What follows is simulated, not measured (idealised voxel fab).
Proc. module: voxel trench capacitor
The cross-section shown here is cut; it is 225 nm wide and divided into square cells measuring 5 nm on a side.
In what follows, cross-sections appear as grids of square cells, described through bands that run from the top down, where every band is one or more rows of cells. Per band: top height and bottom height in nm, followed by the left-to-right materials and their widths in nm; "edge to edge" marks a single material spanning edge to edge, "blank" marks empty space. Heights are reckoned from 0. Under this level, the received wafer is all of one material. The bottommost band is open-ended downward, for example "0 and below". Top row gets the first number, bottom row gets the second, and each row in between changes by the same step: that is how a band width like "30 to 40" works. Any step labelled "nothing was modified" changed none of the cells in the cross-section. Empty spaces without an open route to the top, at least 8 cells in extent, make up the entry "Cavities, sealed"; each is given as width x height at distance, where the distance is measured from the left edge, and all are in nm. after a step's settings: what the simulator itself notes on the step. overlay nm: step with mask; distance mask lay right of planned place; negative value = left of planned place.
**Process steps foreseen in the plan**
1 RECEIVE | material Si
2 CONFORMAL_DEP | material SiN | thk nm 10
3 DIRECTIONAL_DEP | material aC | thk nm 15
4 PATTERN | tone open | mask id TRENCH | material resist | width nm 25 | pitch nm 50 | thk nm 30 | overlay nm 0
5 DIRECTIONAL_ETCH | etch materials aC | depth nm 15
6 STRIP | etch materials resist
7 DIRECTIONAL_ETCH | etch materials SiN | depth nm 10
8 DIRECTIONAL_ETCH | etch materials Si | depth nm 25
9 STRIP | etch materials aC
10 CONFORMAL_DEP | material HfO2 | thk nm 5
11 CONFORMAL_DEP | material TiN | thk nm 5
12 FILL_DEP | material W | thk nm 5
13 CMP | height nm 10
**First of two wafers - as planned**
**Wafer at receipt (post step 1), cross-section**
> 0 and below  Si edge to edge
> Cavities, sealed: none
**After step 2: wafer cross-section**
> 10 down to 0  SiN edge to edge
> At heights below 0, the structure remains unaltered.
**After step 3: wafer cross-section**
> 25 down to 10  aC edge to edge
> At heights below 10, the structure remains unaltered.
**After step 4: wafer cross-section**
> 55 down to 25  resist=25, blank=25, resist=25, blank=25, resist=25, blank=25, resist=25, blank=25, resist=25
> At heights below 25, the structure remains unaltered.
**After step 5: wafer cross-section**
> 40 down to 25  resist=25, blank=25, resist=25, blank=25, resist=25, blank=25, resist=25, blank=25, resist=25
> 25 down to 10  aC=25, blank=25, aC=25, blank=25, aC=25, blank=25, aC=25, blank=25, aC=25
> At heights below 10, the structure remains unaltered.
**After step 6: wafer cross-section**
> 25 down to 10  aC=25, blank=25, aC=25, blank=25, aC=25, blank=25, aC=25, blank=25, aC=25
> At heights below 10, the structure remains unaltered.
**After step 7: wafer cross-section**
> 25 down to 10  aC=25, blank=25, aC=25, blank=25, aC=25, blank=25, aC=25, blank=25, aC=25
> 10 down to 0  SiN=25, blank=25, SiN=25, blank=25, SiN=25, blank=25, SiN=25, blank=25, SiN=25
> At heights below 0, the structure remains unaltered.
**After step 8: wafer cross-section**
> 25 down to 10  aC=25, blank=25, aC=25, blank=25, aC=25, blank=25, aC=25, blank=25, aC=25
> 10 down to 0  SiN=25, blank=25, SiN=25, blank=25, SiN=25, blank=25, SiN=25, blank=25, SiN=25
> 0 down to -25  Si=25, blank=25, Si=25, blank=25, Si=25, blank=25, Si=25, blank=25, Si=25
> At heights below -25, the structure remains unaltered.
**After step 9: wafer cross-section**
> 10 down to 0  SiN=25, blank=25, SiN=25, blank=25, SiN=25, blank=25, SiN=25, blank=25, SiN=25
> At heights below 0, the structure remains unaltered.
**After step 10: wafer cross-section**
> 15 down to 10  HfO2=30, blank=15, HfO2=35, blank=15, HfO2=35, blank=15, HfO2=35, blank=15, HfO2=30
> 10 down to 0  SiN=25, HfO2=5, blank=15, HfO2=5, SiN=25, HfO2=5, blank=15, HfO2=5, SiN=25, HfO2=5, blank=15, HfO2=5, SiN=25, HfO2=5, blank=15, HfO2=5, SiN=25
> 0 down to -20  Si=25, HfO2=5, blank=15, HfO2=5, Si=25, HfO2=5, blank=15, HfO2=5, Si=25, HfO2=5, blank=15, HfO2=5, Si=25, HfO2=5, blank=15, HfO2=5, Si=25
> -20 down to -25  Si=25, HfO2=25, Si=25, HfO2=25, Si=25, HfO2=25, Si=25, HfO2=25, Si=25
> At heights below -25, the structure remains unaltered.
**After step 11: wafer cross-section**
> 20 down to 15  TiN=35, blank=5, TiN=45, blank=5, TiN=45, blank=5, TiN=45, blank=5, TiN=35
> 15 down to 10  HfO2=30, TiN=5, blank=5, TiN=5, HfO2=35, TiN=5, blank=5, TiN=5, HfO2=35, TiN=5, blank=5, TiN=5, HfO2=35, TiN=5, blank=5, TiN=5, HfO2=30
> 10 down to 0  SiN=25, HfO2=5, TiN=5, blank=5, TiN=5, HfO2=5, SiN=25, HfO2=5, TiN=5, blank=5, TiN=5, HfO2=5, SiN=25, HfO2=5, TiN=5, blank=5, TiN=5, HfO2=5, SiN=25, HfO2=5, TiN=5, blank=5, TiN=5, HfO2=5, SiN=25
> 0 down to -15  Si=25, HfO2=5, TiN=5, blank=5, TiN=5, HfO2=5, Si=25, HfO2=5, TiN=5, blank=5, TiN=5, HfO2=5, Si=25, HfO2=5, TiN=5, blank=5, TiN=5, HfO2=5, Si=25, HfO2=5, TiN=5, blank=5, TiN=5, HfO2=5, Si=25
> -15 down to -20  Si=25, HfO2=5, TiN=15, HfO2=5, Si=25, HfO2=5, TiN=15, HfO2=5, Si=25, HfO2=5, TiN=15, HfO2=5, Si=25, HfO2=5, TiN=15, HfO2=5, Si=25
> At heights below -20, the structure remains unaltered.
**After step 12: wafer cross-section**
> 25 down to 20  W edge to edge
> 20 down to 15  TiN=35, W=5, TiN=45, W=5, TiN=45, W=5, TiN=45, W=5, TiN=35
> 15 down to 10  HfO2=30, TiN=5, W=5, TiN=5, HfO2=35, TiN=5, W=5, TiN=5, HfO2=35, TiN=5, W=5, TiN=5, HfO2=35, TiN=5, W=5, TiN=5, HfO2=30
> 10 down to 0  SiN=25, HfO2=5, TiN=5, W=5, TiN=5, HfO2=5, SiN=25, HfO2=5, TiN=5, W=5, TiN=5, HfO2=5, SiN=25, HfO2=5, TiN=5, W=5, TiN=5, HfO2=5, SiN=25, HfO2=5, TiN=5, W=5, TiN=5, HfO2=5, SiN=25
> 0 down to -15  Si=25, HfO2=5, TiN=5, W=5, TiN=5, HfO2=5, Si=25, HfO2=5, TiN=5, W=5, TiN=5, HfO2=5, Si=25, HfO2=5, TiN=5, W=5, TiN=5, HfO2=5, Si=25, HfO2=5, TiN=5, W=5, TiN=5, HfO2=5, Si=25
> At heights below -15, the structure remains unaltered.
**After step 13: wafer cross-section**
> 10 down to 0  SiN=25, HfO2=5, TiN=5, W=5, TiN=5, HfO2=5, SiN=25, HfO2=5, TiN=5, W=5, TiN=5, HfO2=5, SiN=25, HfO2=5, TiN=5, W=5, TiN=5, HfO2=5, SiN=25, HfO2=5, TiN=5, W=5, TiN=5, HfO2=5, SiN=25
> At heights below 0, the structure remains unaltered.
**Now the other wafer: same start, same recipe, but we messed up one thing when running it. Up to and including step 12 it's the same as the first one**
Cross-section of the second wafer at the time by which step 13 should have been completed according to the plan: nothing was modified
What broke from the plan during processing? plan step 13 never ran because it was skipped
FYI, end of process, the second wafer has more or fewer cells of some materials than the first: HfO2 +33; TiN +49; W +53
